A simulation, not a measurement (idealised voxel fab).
The process module that follows is named voxel air gaps.
Cross-section cut spans 225 nm and uses square cells 5 nm in size.
In this document a cross-section is written as a grid of square cells. It is given as a series of bands, listed from the top down, and a band is one or more rows of cells. The band entry comprises the height of the band's top followed by the height of its bottom, expressed in nm, and subsequently the band's materials from left to right, each stated together with its width in nm. Where a single material is marked with the word "everywhere", that material fills the band from edge to edge. The word "blank" represents empty space. Heights are reckoned from 0. Under this level, the received wafer is all of one material. The bottommost band is open-ended downward, for example "top 0, no bottom". A width such as "30..40" changes by the same amount from each row of cells to the next, from the band's top row to its bottom row. Step marked "remained unchanged"? Then no cell in the cross-section changed in it. Voids lacking openings: empty space of 8 cells or more with no open way to the top, each as width x height at its distance from the left edge, in nm. If you see something after the settings on a step's line, that's the simulator's own remark about that step. "overlay nm" denotes, for a step that has a mask, the displacement of the mask to the right of its planned place, with negative values corresponding to the left.

-- Intended process steps
1) RECEIVE | material Si
2) CONFORMAL_DEP | material SiO2 | thk nm 15
3) CONFORMAL_DEP | material SiN | thk nm 5
4) DIRECTIONAL_DEP | material lowk | thk nm 30
5) DIRECTIONAL_DEP | material aC | thk nm 10
6) PATTERN | tone open | mask id LINES | material resist | width nm 15 | pitch nm 40 | thk nm 25 | overlay nm 0
7) DIRECTIONAL_ETCH | etch materials aC | depth nm 10
8) STRIP | etch materials resist
9) DIRECTIONAL_ETCH | etch materials lowk | depth nm 30
10) STRIP | etch materials aC
11) CONFORMAL_DEP | material TiN | thk nm 5
12) FILL_DEP | material W | thk nm 10
13) CMP | height nm 50
14) EPI | material Ru | thk nm 10
15) SELECTIVE_ETCH | etch materials lowk | depth nm 40
16) CONFORMAL_DEP | material SiCN | thk nm 5
The wafers are alike at the start. At step 16, their thk nm differs. The plan lists the first wafer's value.

-- As-received cross-section, first of several wafers, post step 1
- top 0, no bottom  Si everywhere
- Voids lacking openings: none

-- Once step 16, the last step, is complete, the module is at its end; this is the cross-section of the first of several wafers
- top 65, bottom 60  blank (30) / SiCN (165) / blank (30)
- top 60, bottom 50  blank (30) / SiCN (5) / Ru (35) / SiCN (5) / Ru (35) / SiCN (5) / Ru (35) / SiCN (5) / Ru (35) / SiCN (5) / blank (30)
- top 50, bottom 45  blank (30) / SiCN (15) / TiN (5) / W (5) / TiN (5) / SiCN (25) / TiN (5) / W (5) / TiN (5) / SiCN (25) / TiN (5) / W (5) / TiN (5) / SiCN (25) / TiN (5) / W (5) / TiN (5) / SiCN (15) / blank (30)
- top 45, bottom 25  blank (40) / SiCN (5) / TiN (5) / W (5) / TiN (5) / SiCN (5) / blank (15) / SiCN (5) / TiN (5) / W (5) / TiN (5) / SiCN (5) / blank (15) / SiCN (5) / TiN (5) / W (5) / TiN (5) / SiCN (5) / blank (15) / SiCN (5) / TiN (5) / W (5) / TiN (5) / SiCN (5) / blank (40)
- top 25, bottom 20  SiCN (45) / TiN (15) / SiCN (25) / TiN (15) / SiCN (25) / TiN (15) / SiCN (25) / TiN (15) / SiCN (45)
- top 20, bottom 15  SiN everywhere
- top 15, bottom 0  SiO2 everywhere
- top 0, no bottom  Si everywhere
- Voids lacking openings: 15 x 20 at 65; 15 x 20 at 105; 15 x 20 at 145

-- The final wafer, sectioned at module end
- top 80, bottom 60  blank (15) / SiCN (195) / blank (15)
- top 60, bottom 50  blank (15) / SiCN (20) / Ru (35) / SiCN (5) / Ru (35) / SiCN (5) / Ru (35) / SiCN (5) / Ru (35) / SiCN (20) / blank (15)
- top 50, bottom 45  blank (15) / SiCN (30) / TiN (5) / W (5) / TiN (5) / SiCN (25) / TiN (5) / W (5) / TiN (5) / SiCN (25) / TiN (5) / W (5) / TiN (5) / SiCN (25) / TiN (5) / W (5) / TiN (5) / SiCN (30) / blank (15)
- top 45, bottom 40  blank (15) / SiCN (30) / TiN (5) / W (5) / TiN (5) / SiCN (5) / blank (15) / SiCN (5) / TiN (5) / W (5) / TiN (5) / SiCN (5) / blank (15) / SiCN (5) / TiN (5) / W (5) / TiN (5) / SiCN (5) / blank (15) / SiCN (5) / TiN (5) / W (5) / TiN (5) / SiCN (30) / blank (15)
- top 40, bottom 25  SiCN (45) / TiN (5) / W (5) / TiN (5) / SiCN (5) / blank (15) / SiCN (5) / TiN (5) / W (5) / TiN (5) / SiCN (5) / blank (15) / SiCN (5) / TiN (5) / W (5) / TiN (5) / SiCN (5) / blank (15) / SiCN (5) / TiN (5) / W (5) / TiN (5) / SiCN (45)
- top 25, bottom 20  SiCN (45) / TiN (15) / SiCN (25) / TiN (15) / SiCN (25) / TiN (15) / SiCN (25) / TiN (15) / SiCN (45)
- top 20, bottom 15  SiN everywhere
- top 15, bottom 0  SiO2 everywhere
- top 0, no bottom  Si everywhere
- Voids lacking openings: 15 x 20 at 65; 15 x 20 at 105; 15 x 20 at 145

-- The table below has one row for each wafer; a row shows, as of the end of the module, how many cells of each material the wafer has gained, marked (+), or lost, marked (-), since it was received, and then the wafer's closed voids
thk nm 5 | +56 Ru | +129 SiCN | +45 SiN | +135 SiO2 | +52 TiN | +20 W | Voids lacking openings: 15 x 20 at 65; 15 x 20 at 105; 15 x 20 at 145
thk nm 10 | +56 Ru | +198 SiCN | +45 SiN | +135 SiO2 | +52 TiN | +20 W | Voids lacking openings: 15 x 20 at 65; 15 x 20 at 105; 15 x 20 at 145
thk nm 15 | +56 Ru | +267 SiCN | +45 SiN | +135 SiO2 | +52 TiN | +20 W | Voids lacking openings: 15 x 20 at 65; 15 x 20 at 105; 15 x 20 at 145
thk nm 20 | +56 Ru | +328 SiCN | +45 SiN | +135 SiO2 | +52 TiN | +20 W | Voids lacking openings: 15 x 20 at 65; 15 x 20 at 105; 15 x 20 at 145
